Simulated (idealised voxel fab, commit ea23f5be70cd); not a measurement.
Name of the process module below: voxel released beams
The figure presents cross-section cut, which has a width of 260 nm and is divided into square cells with an edge length of 5 nm.
When this document writes out a cross-section, it uses a grid of square cells and lists it as bands, beginning at the top and moving down, with a band standing for one or more rows of cells. Heights first: top, then bottom, in nm. Then materials, left to right, each with a width in nm. "everywhere" on a single material: fills the band edge to edge. "empty": empty space. For the purposes of this specification, 0 denotes the height below which the wafer in its as-received condition is composed wholly of one material, and the lowermost band, lacking a lower limit, extends downward without end, as expressed in "0 -> down". With a width like "30 to 40", each row of cells in the band differs from the next by the same amount, the top row carrying the first number and the bottom row the second. What does "no change occurred" mean for a step? It means no cell of the cross-section changed in that step. Look at "Enclosed internal cavities" for the closed voids: empty spaces with no open path to the top, sized 8 cells or up. Each is width x height at distance, distance from the left edge, all nm. Heads up: the bit after the settings on a step's line is the simulator's remark on that step. When a step includes a mask, the "overlay nm" setting on its line states how far to the right of its planned place that mask lay, and negative values state how far to the left.
-- Listed below are the process steps as planned
1. RECEIVE [material Si]
2. CONFORMAL_DEP [material SiN] [thk nm 5]
3. DIRECTIONAL_DEP [material SiO2] [thk nm 20]
4. DIRECTIONAL_DEP [material aC] [thk nm 15]
5. PATTERN [tone open] [mask id ANCHOR] [material resist] [width nm 25] [thk nm 30] [overlay nm 0]
6. DIRECTIONAL_ETCH [etch materials aC] [depth nm 15]
7. STRIP [etch materials resist]
8. DIRECTIONAL_ETCH [etch materials SiO2] [depth nm 20]
9. STRIP [etch materials aC]
10. CONFORMAL_DEP [material W] [thk nm 10]
11. PATTERN [tone cover] [mask id BEAM] [material resist] [width nm 80] [thk nm 15] [overlay nm 0]
12. DIRECTIONAL_ETCH [etch materials W] [depth nm 10]
13. STRIP [etch materials resist]
14. STRIP [etch materials SiO2]
-- The cross-section here shows the wafer as received, i.e. in its state after step 1
    0 -> down: Si everywhere
    Enclosed internal cavities: none
-- One mistake in running the module, otherwise start and plan as above: cross-section at the end
    35 -> 25: 85 nm empty, 5 nm W, 5 nm empty, 70 nm W, 95 nm empty
    25 -> 15: 80 nm empty, 10 nm W, 5 nm empty, 10 nm W, 155 nm empty
    15 -> 5: 80 nm empty, 25 nm W, 155 nm empty
    5 -> 0: SiN everywhere
    0 -> down: Si everywhere
    Enclosed internal cavities: none
Which mistake was made when the wafer was run? planned and actual differ for step 5; actual: PATTERN [tone open] [mask id ANCHOR] [material resist] [width nm 25] [thk nm 30] [overlay nm -10]
